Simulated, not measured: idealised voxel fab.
Proc. module: voxel plated lines
The figure presents cross-section cut, which has a width of 265 nm and is divided into square cells with an edge length of 5 nm.
Each cross-section below is a grid of square cells, stated as bands in top-down order, with one or more rows of cells making up each band. The entry gives the band's vertical extent as a top height and a bottom height in nm, then its horizontal make-up as materials from left to right, each with a width in nm. "empty" stands for empty space; a single material marked "full width" fills the band edge to edge. Height is counted from the level 0, under which the received wafer is composed throughout of one material. The lowest of the bands is not closed at the bottom but continues downward, in the notation "0 nm and below". Read "30 to 40" as a graded width: first number on top, second number at the bottom, same change between each pair of neighbouring rows. Take "no modifications" at face value: in the step it is given for, the cross-section changed in none of its cells. "Sealed internal voids" - sealed voids, min. 8 cells, no opening to top; format: width x height at distance (distance from left edge; nm throughout). That trailing text on a step's line, after the settings, is the simulator's own remark on the step. overlay nm: mask offset rightward from planned place, masked step; negative means leftward offset.

# Process steps - plan
step 1: RECEIVE with material Si
step 2: CONFORMAL_DEP with material Al2O3, thk nm 10
step 3: DIRECTIONAL_DEP with material TiN, thk nm 5
step 4: PATTERN with tone open, mask id LINES, material resist, width nm 15, pitch nm 35, thk nm 20, overlay nm -15
step 5: EPI with material Ru, thk nm 5
step 6: STRIP with etch materials resist
step 7: DIRECTIONAL_ETCH with etch materials TiN, depth nm 5
step 8: CONFORMAL_DEP with material SiN, thk nm 10
Same starting wafers, different overlay nm at step 4. Plan value belongs to the first wafer.

# The as-received cross-section of the first of several wafers corresponds to the state after step 1
- 0 nm and below = Si full width
- Sealed internal voids: none

# First of several wafers, sectioned at end of module (last step: step 8)
- 30 nm to 20 nm = empty (65), SiN (105), empty (95)
- 20 nm to 15 nm = SiN (75), Ru (15), SiN (20), Ru (15), SiN (20), Ru (15), SiN (105)
- 15 nm to 10 nm = SiN (75), TiN (15), SiN (20), TiN (15), SiN (20), TiN (15), SiN (105)
- 10 nm to 0 nm = Al2O3 full width
- 0 nm and below = Si full width
- Sealed internal voids: none

# Final wafer cross-section at module end
- 30 nm to 20 nm = empty (95), SiN (105), empty (65)
- 20 nm to 15 nm = SiN (105), Ru (15), SiN (20), Ru (15), SiN (20), Ru (15), SiN (75)
- 15 nm to 10 nm = SiN (105), TiN (15), SiN (20), TiN (15), SiN (20), TiN (15), SiN (75)
- 10 nm to 0 nm = Al2O3 full width
- 0 nm and below = Si full width
- Sealed internal voids: none

# Gained (+) or lost (-) cells of each material since receipt, then closed voids: one row per wafer, at the end of the module
overlay nm -15; +106 Al2O3; +9 Ru; +130 SiN; +9 TiN; Sealed internal voids: none
overlay nm -10; +106 Al2O3; +9 Ru; +130 SiN; +9 TiN; Sealed internal voids: none
overlay nm -5; +106 Al2O3; +9 Ru; +130 SiN; +9 TiN; Sealed internal voids: none
overlay nm 0; +106 Al2O3; +9 Ru; +130 SiN; +9 TiN; Sealed internal voids: none
overlay nm 5; +106 Al2O3; +9 Ru; +130 SiN; +9 TiN; Sealed internal voids: none
overlay nm 10; +106 Al2O3; +9 Ru; +130 SiN; +9 TiN; Sealed internal voids: none
overlay nm 15; +106 Al2O3; +9 Ru; +130 SiN; +9 TiN; Sealed internal voids: none
